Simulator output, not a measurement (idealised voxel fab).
Process module name: voxel self aligned contacts
Cross-sectional view cut (width: 270 nm; square cell size: 5 nm).
Notation: cross-section as square-cell grid; stated in bands, top first, going down; one or more cell rows per band. Within each band entry, the heights of the top and of the bottom of the band appear first, in that order and in nm; the materials of the band then follow from left to right, each with its corresponding width in nm. The designation "edge to edge" on a single material indicates that it fills the band from edge to edge; the designation "air" indicates empty space. Zero point of the height axis is 0; under it, received wafer = one material. Lowest band: continues down indefinitely, "top 0, no bottom". It should be noted that a width expressed as "30..40" varies in equal increments from row to row of cells within the band, taking the value of the first number at the top row and that of the second number at the bottom row. The designation "everything unchanged", where it is given for a processing step, indicates that no cell of the cross-section was altered in the course of that step. The list in "Sealed internal cavities" covers empty spaces of 8 cells or more that cannot reach the top through any open way, and it gives each as width x height at distance; the distance is from the left edge, and width, height and distance are in nm. Note: text after step settings on the step line = simulator remark on that step. What "overlay nm" on a step's line means: if the step has a mask, that mask lay this far to the right of its planned place, or, when the value is negative, to the left. Reading guide: pairs of cross-sections, before and after one process step; after view cut off at lowest changed band; step and settings listed under each pair. Pairs may stem from different runs of this module on the same starting wafer; continuity with the pair above only where the "Pre-step condition" entry states it.

Pre-step condition
top 70, bottom 60 | aC (105), air (55), aC (110)
top 60, bottom 55 | SiO2 edge to edge
top 55, bottom 30 | SiO2 (70), SiN (50), SiO2 (25), SiN (50), SiO2 (75)
top 30, bottom 5 | SiO2 (70), SiN (10), polySi (30), SiN (10), SiO2 (25), SiN (10), polySi (30), SiN (10), SiO2 (75)
top 5, bottom 0 | polySi edge to edge
top 0, no bottom | Si edge to edge
Sealed internal cavities: none

Resultant Cross-Section
top 70, bottom 60 | aC (105), air (55), aC (110)
top 60, bottom 55 | SiO2 (105), air (55), SiO2 (110)
top 55, bottom 30 | SiO2 (70), SiN (50), air (25), SiN (50), SiO2 (75)
top 30, bottom 5 | SiO2 (70), SiN (10), polySi (30), SiN (10), air (25), SiN (10), polySi (30), SiN (10), SiO2 (75)
Below 5, no change.
Sealed internal cavities: none
What step was run between the cross-section before it and the cross-section after it, both above? DIRECTIONAL_ETCH: etch materials SiO2, depth nm 60

Pre-step condition: we pick up right where the pair above leaves off, with its after cross-section.

Resultant Cross-Section
top 60, bottom 55 | SiO2 (105), air (55), SiO2 (110)
Below 55, no change.
Sealed internal cavities: none
What step was run between the cross-section before it and the cross-section after it, both above? STRIP: etch materials aC

Pre-step condition: we pick up right where the pair above leaves off, with its after cross-section.

Resultant Cross-Section
top 65, bottom 60 | TiN (110), air (45), TiN (115)
top 60, bottom 55 | SiO2 (105), TiN (20), air (15), TiN (20), SiO2 (110)
top 55, bottom 30 | SiO2 (70), SiN (50), TiN (5), air (15), TiN (5), SiN (50), SiO2 (75)
top 30, bottom 10 | SiO2 (70), SiN (10), polySi (30), SiN (10), TiN (5), air (15), TiN (5), SiN (10), polySi (30), SiN (10), SiO2 (75)
top 10, bottom 5 | SiO2 (70), SiN (10), polySi (30), SiN (10), TiN (25), SiN (10), polySi (30), SiN (10), SiO2 (75)
Below 5, no change.
Sealed internal cavities: none
What step was run between the cross-section before it and the cross-section after it, both above? CONFORMAL_DEP: material TiN, thk nm 5

Pre-step condition: we pick up right where the pair above leaves off, with its after cross-section.

Resultant Cross-Section
top 70, bottom 65 | W edge to edge
top 65, bottom 60 | TiN (110), W (45), TiN (115)
top 60, bottom 55 | SiO2 (105), TiN (20), W (15), TiN (20), SiO2 (110)
top 55, bottom 30 | SiO2 (70), SiN (50), TiN (5), W (15), TiN (5), SiN (50), SiO2 (75)
top 30, bottom 10 | SiO2 (70), SiN (10), polySi (30), SiN (10), TiN (5), W (15), TiN (5), SiN (10), polySi (30), SiN (10), SiO2 (75)
Below 10, no change.
Sealed internal cavities: none
What step was run between the cross-section before it and the cross-section after it, both above? FILL_DEP: material W, thk nm 5

Pre-step condition: we pick up right where the pair above leaves off, with its after cross-section.

Resultant Cross-Section
top 60, bottom 55 | SiO2 (105), TiN (20), W (15), TiN (20), SiO2 (110)
Below 55, no change.
Sealed internal cavities: none
What step was run between the cross-section before it and the cross-section after it, both above? CMP: height nm 60

Pre-step condition: we pick up right where the pair above leaves off, with its after cross-section.

Resultant Cross-Section
top 65, bottom 60 | SiCN edge to edge
Below 60, no change.
Sealed internal cavities: none
What step was run between the cross-section before it and the cross-section after it, both above? CONFORMAL_DEP: material SiCN, thk nm 5

Pre-step condition
top 65, bottom 55 | aC edge to edge
top 55, bottom 30 | SiN edge to edge
top 30, bottom 5 | polySi edge to edge
top 5, bottom 0 | SiO2 edge to edge
top 0, no bottom | Si edge to edge
Sealed internal cavities: none

Resultant Cross-Section
top 90, bottom 65 | resist (80), air (30), resist (45), air (30), resist (85)
Below 65, no change.
Sealed internal cavities: none
What step was run between the cross-section before it and the cross-section after it, both above? PATTERN: tone open, mask id GATE, material resist, width nm 30, pitch nm 75, thk nm 25, overlay nm 0

Pre-step condition: we pick up right where the pair above leaves off, with its after cross-section.

Resultant Cross-Section
top 80, bottom 65 | resist (80), air (30), resist (45), air (30), resist (85)
top 65, bottom 55 | aC (80), air (30), aC (45), air (30), aC (85)
Below 55, no change.
Sealed internal cavities: none
What step was run between the cross-section before it and the cross-section after it, both above? DIRECTIONAL_ETCH: etch materials aC, depth nm 10

Pre-step condition: we pick up right where the pair above leaves off, with its after cross-section.

Resultant Cross-Section
top 65, bottom 55 | aC (80), air (30), aC (45), air (30), aC (85)
Below 55, no change.
Sealed internal cavities: none
What step was run between the cross-section before it and the cross-section after it, both above? STRIP: etch materials resist

Pre-step condition: we pick up right where the pair above leaves off, with its after cross-section.

Resultant Cross-Section
top 65, bottom 55 | aC (80), air (30), aC (45), air (30), aC (85)
top 55, bottom 30 | SiN (80), air (30), SiN (45), air (30), SiN (85)
Below 30, no change.
Sealed internal cavities: none
What step was run between the cross-section before it and the cross-section after it, both above? DIRECTIONAL_ETCH: etch materials SiN, depth nm 25

Pre-step condition: we pick up right where the pair above leaves off, with its after cross-section.

Resultant Cross-Section
top 65, bottom 55 | aC (80), air (30), aC (45), air (30), aC (85)
top 55, bottom 30 | SiN (80), air (30), SiN (45), air (30), SiN (85)
top 30, bottom 5 | polySi (80), air (30), polySi (45), air (30), polySi (85)
Below 5, no change.
Sealed internal cavities: none
What step was run between the cross-section before it and the cross-section after it, both above? DIRECTIONAL_ETCH: etch materials polySi, depth nm 25

Pre-step condition: we pick up right where the pair above leaves off, with its after cross-section.

Resultant Cross-Section
top 55, bottom 30 | SiN (80), air (30), SiN (45), air (30), SiN (85)
Below 30, no change.
Sealed internal cavities: none
What step was run between the cross-section before it and the cross-section after it, both above? STRIP: etch materials aC

Pre-step condition: we pick up right where the pair above leaves off, with its after cross-section.

Resultant Cross-Section
top 65, bottom 30 | SiN (90), air (10), SiN (65), air (10), SiN (95)
top 30, bottom 15 | polySi (80), SiN (10), air (10), SiN (10), polySi (45), SiN (10), air (10), SiN (10), polySi (85)
top 15, bottom 5 | polySi (80), SiN (30), polySi (45), SiN (30), polySi (85)
Below 5, no change.
Sealed internal cavities: none
What step was run between the cross-section before it and the cross-section after it, both above? CONFORMAL_DEP: material SiN, thk nm 10

Pre-step condition: we pick up right where the pair above leaves off, with its after cross-section.

Resultant Cross-Section
top 55, bottom 30 | SiN (90), air (10), SiN (65), air (10), SiN (95)
top 30, bottom 5 | polySi (80), SiN (10), air (10), SiN (10), polySi (45), SiN (10), air (10), SiN (10), polySi (85)
Below 5, no change.
Sealed internal cavities: none
What step was run between the cross-section before it and the cross-section after it, both above? DIRECTIONAL_ETCH: etch materials SiN, depth nm 10

Pre-step condition: we pick up right where the pair above leaves off, with its after cross-section.

Resultant Cross-Section
top 65, bottom 55 | SiO2 edge to edge
top 55, bottom 30 | SiN (90), SiO2 (10), SiN (65), SiO2 (10), SiN (95)
top 30, bottom 5 | polySi (80), SiN (10), SiO2 (10), SiN (10), polySi (45), SiN (10), SiO2 (10), SiN (10), polySi (85)
Below 5, no change.
Sealed internal cavities: none
What step was run between the cross-section before it and the cross-section after it, both above? FILL_DEP: material SiO2, thk nm 10

Pre-step condition: we pick up right where the pair above leaves off, with its after cross-section.

Resultant Cross-Section
top 60, bottom 55 | SiO2 edge to edge
Below 55, no change.
Sealed internal cavities: none
What step was run between the cross-section before it and the cross-section after it, both above? CMP: height nm 60

Pre-step condition: we pick up right where the pair above leaves off, with its after cross-section.

Resultant Cross-Section
top 70, bottom 60 | aC edge to edge
Below 60, no change.
Sealed internal cavities: none
What step was run between the cross-section before it and the cross-section after it, both above? DIRECTIONAL_DEP: material aC, thk nm 10

Pre-step condition: we pick up right where the pair above leaves off, with its after cross-section.

Resultant Cross-Section
top 100, bottom 70 | resist (105), air (55), resist (110)
Below 70, no change.
Sealed internal cavities: none
What step was run between the cross-section before it and the cross-section after it, both above? PATTERN: tone open, mask id CONTACT, material resist, width nm 55, thk nm 30, overlay nm 0

Pre-step condition: we pick up right where the pair above leaves off, with its after cross-section.

Resultant Cross-Section
top 90, bottom 70 | resist (105), air (55), resist (110)
top 70, bottom 60 | aC (105), air (55), aC (110)
Below 60, no change.
Sealed internal cavities: none
What step was run between the cross-section before it and the cross-section after it, both above? DIRECTIONAL_ETCH: etch materials aC, depth nm 10

Pre-step condition: we pick up right where the pair above leaves off, with its after cross-section.

Resultant Cross-Section
top 70, bottom 60 | aC (105), air (55), aC (110)
Below 60, no change.
Sealed internal cavities: none
What step was run between the cross-section before it and the cross-section after it, both above? STRIP: etch materials resist

Pre-step condition: we pick up right where the pair above leaves off, with its after cross-section.

Resultant Cross-Section
top 70, bottom 60 | aC (105), air (55), aC (110)
top 60, bottom 55 | SiO2 (105), air (55), SiO2 (110)
Below 55, no change.
Sealed internal cavities: none
What step was run between the cross-section before it and the cross-section after it, both above? DIRECTIONAL_ETCH: etch materials SiO2, depth nm 60

Pre-step condition: we pick up right where the pair above leaves off, with its after cross-section.

Resultant Cross-Section
top 60, bottom 55 | SiO2 (105), air (55), SiO2 (110)
Below 55, no change.
Sealed internal cavities: none
What step was run between the cross-section before it and the cross-section after it, both above? STRIP: etch materials aC

Pre-step condition: we pick up right where the pair above leaves off, with its after cross-section.

Resultant Cross-Section
top 65, bottom 60 | TiN (110), air (45), TiN (115)
top 60, bottom 55 | SiO2 (105), TiN (55), SiO2 (110)
Below 55, no change.
Sealed internal cavities: none
What step was run between the cross-section before it and the cross-section after it, both above? CONFORMAL_DEP: material TiN, thk nm 5

Pre-step condition: we pick up right where the pair above leaves off, with its after cross-section.

Resultant Cross-Section
top 70, bottom 65 | W edge to edge
top 65, bottom 60 | TiN (110), W (45), TiN (115)
Below 60, no change.
Sealed internal cavities: none
What step was run between the cross-section before it and the cross-section after it, both above? FILL_DEP: material W, thk nm 5

Pre-step condition: we pick up right where the pair above leaves off, with its after cross-section.

Resultant Cross-Section
top 60, bottom 55 | SiO2 (105), TiN (55), SiO2 (110)
Below 55, no change.
Sealed internal cavities: none
What step was run between the cross-section before it and the cross-section after it, both above? CMP: height nm 60

Pre-step condition: we pick up right where the pair above leaves off, with its after cross-section.

Resultant Cross-Section
top 65, bottom 60 | SiCN edge to edge
Below 60, no change.
Sealed internal cavities: none
What step was run between the cross-section before it and the cross-section after it, both above? CONFORMAL_DEP: material SiCN, thk nm 5
